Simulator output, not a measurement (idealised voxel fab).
The following is a process module called voxel plated lines.
This is section cut - it's 240 nm across, gridded in 5 nm square cells.
A cross-section is a grid of square cells, given in bands from the top down. A band is one or more rows of cells.
For a band, the entry starts with two heights in nm, that of the top and then that of the bottom, and carries on with the band's materials in order from left to right, each alongside its width in nm; the word "all across" beside a single material means it fills the band edge to edge, and "empty" means empty space.
We count height from 0. Below that, the starting wafer is all one material. The lowest band never ends at the bottom but goes on down; see "0..down" for how that is written.
A width such as "30->40" changes by the same amount from each row of cells to the next, from the band's top row to its bottom row.
Key: "nothing different" - step with no changed cell in the cross-section.
Empty spaces counting at least 8 cells and having no open way to the top are listed in "Closed cavities". The notation width x height at distance is used for each, the distance being from the left edge and all three values in nm.
Anything after a step's settings on that line? It's the simulator's own note about the step.
Each step line may optionally specify "overlay nm", which for a step with a mask gives the rightward distance between the mask's planned place and where it lay, a negative value indicating the leftward direction.

**This section lists the process steps that were planned**
- 1: RECEIVE (material Si)
- 2: CONFORMAL_DEP (material SiO2; thk nm 5)
- 3: DIRECTIONAL_DEP (material TiN; thk nm 5)
- 4: PATTERN (tone open; mask id LINES; material resist; width nm 20; pitch nm 50; thk nm 15; overlay nm 0)
- 5: EPI (material Ru; thk nm 5)
- 6: STRIP (etch materials resist)
- 7: DIRECTIONAL_ETCH (etch materials TiN; depth nm 5)
- 8: CONFORMAL_DEP (material SiN; thk nm 5)

**Cross-sectional view of the wafer in its as-received condition, corresponding to the state after step 1**
    0..down | Si all across
    Closed cavities: none

**First of two wafers at the end of the module, shown in cross-section; run carried out as planned**
    20..15 | 30 of empty; 30 of SiN; 20 of empty; 30 of SiN; 20 of empty; 30 of SiN; 20 of empty; 30 of SiN; 30 of empty
    15..10 | 30 of empty; 5 of SiN; 20 of Ru; 5 of SiN; 20 of empty; 5 of SiN; 20 of Ru; 5 of SiN; 20 of empty; 5 of SiN; 20 of Ru; 5 of SiN; 20 of empty; 5 of SiN; 20 of Ru; 5 of SiN; 30 of empty
    10..5 | 35 of SiN; 20 of TiN; 30 of SiN; 20 of TiN; 30 of SiN; 20 of TiN; 30 of SiN; 20 of TiN; 35 of SiN
    5..0 | SiO2 all across
    0..down | Si all across
    Closed cavities: none

**Wafer two (of two), end-of-module cross-section: start = wafer one, plan = wafer one, one run mistake**
    20..15 | 25 of empty; 40 of SiN; 10 of empty; 40 of SiN; 10 of empty; 40 of SiN; 10 of empty; 40 of SiN; 25 of empty
    15..10 | 25 of empty; 5 of SiN; 30 of Ru; 5 of SiN; 10 of empty; 5 of SiN; 30 of Ru; 5 of SiN; 10 of empty; 5 of SiN; 30 of Ru; 5 of SiN; 10 of empty; 5 of SiN; 30 of Ru; 5 of SiN; 25 of empty
    10..5 | 30 of SiN; 30 of TiN; 20 of SiN; 30 of TiN; 20 of SiN; 30 of TiN; 20 of SiN; 30 of TiN; 30 of SiN
    5..0 | SiO2 all across
    0..down | Si all across
    Closed cavities: none
Diagnosis: note that step 4 departed from the planned setting and was carried out as PATTERN (tone open; mask id LINES; material resist; width nm 30; pitch nm 50; thk nm 15; overlay nm 0)
Cell-count delta at end, second wafer over first, by material: Ru +8, TiN +8
